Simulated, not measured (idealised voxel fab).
The process module that follows is named voxel local oxidation.
Xsec cut, 270 nm wide, square cell size 5 nm.
We lay out every cross-section as a grid of square cells and spell it out in bands from the top down, where one band means one or more rows of cells.
A band entry consists of two parts. The first gives the height of the band's top and the height of its bottom, in nm. The rest lists the band's materials from left to right, each with its width in nm. A single material labelled with the word "everywhere" fills the band from edge to edge, and the word "empty" marks empty space.
For the purposes of this specification, 0 denotes the height below which the wafer in its as-received condition is composed wholly of one material, and the lowermost band, lacking a lower limit, extends downward without end, as expressed in "top 0, no bottom".
You'd read "30 to 40" like this: the band's top row of cells is as wide as the first number, its bottom row is as wide as the second, and going down, every row changes width by the same amount as the row before did.
Where the words "nothing got changed" appear for a step, the cross-section shows no cell changed by that step; every cell remained as before.
"Entrapped voids" contains a list of empty spaces, each no smaller than 8 cells and without an open way to the top, written in the form width x height at distance with the distance from the left edge and all three in nm.
Whatever follows a step's settings on its line is a remark the simulator itself makes about that step.
overlay nm: mask offset rightward from planned place, masked step; negative means leftward offset.

Process steps - plan:
1: RECEIVE: material Si
2: OXIDIZE: depth nm 5
3: CONFORMAL_DEP: material SiN, thk nm 10
4: DIRECTIONAL_DEP: material aC, thk nm 15
5: PATTERN: tone cover, mask id ACTIVE, material resist, width nm 120, thk nm 30, overlay nm 0
6: DIRECTIONAL_ETCH: etch materials aC, depth nm 15
7: STRIP: etch materials resist
8: DIRECTIONAL_ETCH: etch materials SiN, depth nm 10
9: STRIP: etch materials aC
10: SELECTIVE_ETCH: etch materials SiO2, depth nm 5
11: OXIDIZE: depth nm 10
12: STRIP: etch materials SiN

First out of two wafers; run went to plan:

This is the cross-section of the wafer as we received it, i.e. after step 1:
    top 0, no bottom: Si everywhere
    Entrapped voids: none

Step 2 complete: cross-section through the wafer:
    top 0, bottom -5: SiO2 everywhere
    No changes below -5.

Step 3 complete: cross-section through the wafer:
    top 10, bottom 0: SiN everywhere
    No changes below 0.

Step 4 complete: cross-section through the wafer:
    top 25, bottom 10: aC everywhere
    No changes below 10.

Step 5 complete: cross-section through the wafer:
    top 55, bottom 25: empty: 75, resist: 120, empty: 75
    No changes below 25.

Step 6 complete: cross-section through the wafer:
    top 40, bottom 25: empty: 75, resist: 120, empty: 75
    top 25, bottom 10: empty: 75, aC: 120, empty: 75
    No changes below 10.

Step 7 complete: cross-section through the wafer:
    top 25, bottom 10: empty: 75, aC: 120, empty: 75
    No changes below 10.

Step 8 complete: cross-section through the wafer:
    top 25, bottom 10: empty: 75, aC: 120, empty: 75
    top 10, bottom 0: empty: 75, SiN: 120, empty: 75
    No changes below 0.

Step 9 complete: cross-section through the wafer:
    top 10, bottom 0: empty: 75, SiN: 120, empty: 75
    No changes below 0.

Step 10 complete: cross-section through the wafer:
    top 10, bottom 0: empty: 75, SiN: 120, empty: 75
    top 0, bottom -5: empty: 80, SiO2: 110, empty: 80
    No changes below -5.

Step 11 complete: cross-section through the wafer:
    top 10, bottom 0: empty: 75, SiN: 120, empty: 75
    top 0, bottom -5: empty: 80, SiO2: 110, empty: 80
    top -5, bottom -15: SiO2: 90, Si: 90, SiO2: 90
    No changes below -15.

Step 12 complete: cross-section through the wafer:
    top 0, bottom -5: empty: 80, SiO2: 110, empty: 80
    No changes below -5.

Notes, second wafer: start = first wafer's, plan = first wafer's, execution had one mistake; history identical to first through step 4:

Second wafer, cut view, end of step 5 per plan:
    top 55, bottom 25: empty: 80, resist: 120, empty: 70
    No changes below 25.

Second wafer, cut view, end of step 6 per plan:
    top 40, bottom 25: empty: 80, resist: 120, empty: 70
    top 25, bottom 10: empty: 80, aC: 120, empty: 70
    No changes below 10.

Second wafer, cut view, end of step 7 per plan:
    top 25, bottom 10: empty: 80, aC: 120, empty: 70
    No changes below 10.

Second wafer, cut view, end of step 8 per plan:
    top 25, bottom 10: empty: 80, aC: 120, empty: 70
    top 10, bottom 0: empty: 80, SiN: 120, empty: 70
    No changes below 0.

Second wafer, cut view, end of step 9 per plan:
    top 10, bottom 0: empty: 80, SiN: 120, empty: 70
    No changes below 0.

Second wafer, cut view, end of step 10 per plan:
    top 10, bottom 0: empty: 80, SiN: 120, empty: 70
    top 0, bottom -5: empty: 85, SiO2: 110, empty: 75
    No changes below -5.

Second wafer, cut view, end of step 11 per plan:
    top 10, bottom 0: empty: 80, SiN: 120, empty: 70
    top 0, bottom -5: empty: 85, SiO2: 110, empty: 75
    top -5, bottom -15: SiO2: 95, Si: 90, SiO2: 85
    No changes below -15.

Second wafer, cut view, end of step 12 per plan:
    top 0, bottom -5: empty: 85, SiO2: 110, empty: 75
    No changes below -5.
Against the plan, the run slipped here: step 5 did not happen as planned, as run it was PATTERN: tone cover, mask id ACTIVE, material resist, width nm 120, thk nm 30, overlay nm 5
Both wafers, final: cells per material equal; arrangement not.
